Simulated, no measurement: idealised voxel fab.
process module | voxel ribs on slabs
cross-section cut | 225 nm wide | cells 5 nm
A cross-section is a grid of square cells, given in bands from the top down. A band is one or more rows of cells.
Each band's line starts with the height of the band's top and of its bottom, in nm. Then come its materials from left to right, each with its width in nm. One material with "throughout" fills the band from edge to edge. "air" is empty space.
Height 0 is the level under which the wafer as received is all one material. The lowest band goes on downwards, as in "0 down".
A width such as "30 to 40" changes by the same amount from each row of cells to the next, from the band's top row to its bottom row.
"no change" after a step means that no cell of the cross-section changed.
closed voids: empty space of 8 cells or more with no open way to the top, each as width x height at its distance from the left edge, in nm
after a step's settings: what the simulator itself notes on the step
overlay nm, on a step with a mask: how far to the right of its planned place the mask lay; to the left if negative
plan
1 op RECEIVE | material Si
2 op DIRECTIONAL_DEP | material SiO2 | thk nm 25
3 op DIRECTIONAL_DEP | material SiN | thk nm 20
4 op MASKED_ETCH | tone cover | mask id RIB | width nm 30 | etch materials SiN | depth nm 10 | overlay nm 0
5 op PATTERN | tone cover | mask id SLAB | material resist | width nm 80 | thk nm 20 | overlay nm 0
6 op DIRECTIONAL_ETCH | etch materials SiN | depth nm 10
7 op STRIP | etch materials resist
8 op FILL_DEP | material SiO2 | thk nm 20
9 op CMP | height nm 60
10 op DIRECTIONAL_DEP | material W | thk nm 10
11 op DIRECTIONAL_DEP | material aC | thk nm 15
12 op PATTERN | tone cover | mask id HEATER | material resist | width nm 40 | thk nm 30 | overlay nm 0
13 op DIRECTIONAL_ETCH | etch materials aC | depth nm 15
14 op STRIP | etch materials resist
15 op DIRECTIONAL_ETCH | etch materials W | depth nm 10
16 op STRIP | etch materials aC
17 op CONFORMAL_DEP | material SiN | thk nm 5
as received, after step 1
  0 down: Si throughout
  closed voids: none
first wafer at the end, as planned
  75 to 70: air 85 | SiN 50 | air 90
  70 to 65: air 85 | SiN 5 | W 40 | SiN 5 | air 90
  65 to 60: SiN 90 | W 40 | SiN 95
  60 to 45: SiO2 throughout
  45 to 35: SiO2 95 | SiN 30 | SiO2 100
  35 to 25: SiO2 70 | SiN 80 | SiO2 75
  25 to 0: SiO2 throughout
  0 down: Si throughout
  closed voids: none
second wafer at the end: like start, like plan, one mistake
  75 to 70: air 85 | SiN 50 | air 90
  70 to 65: air 85 | SiN 5 | W 40 | SiN 5 | air 90
  65 to 60: SiN 90 | W 40 | SiN 95
  60 to 45: SiO2 throughout
  45 to 35: SiO2 85 | SiN 30 | SiO2 110
  35 to 25: SiO2 70 | SiN 80 | SiO2 75
  25 to 0: SiO2 throughout
  0 down: Si throughout
  closed voids: none
what went wrong: step 4 ran as: op MASKED_ETCH | tone cover | mask id RIB | width nm 30 | etch materials SiN | depth nm 10 | overlay nm -10
at the end the second wafer has, in cells: as many of each material as the first, in other places
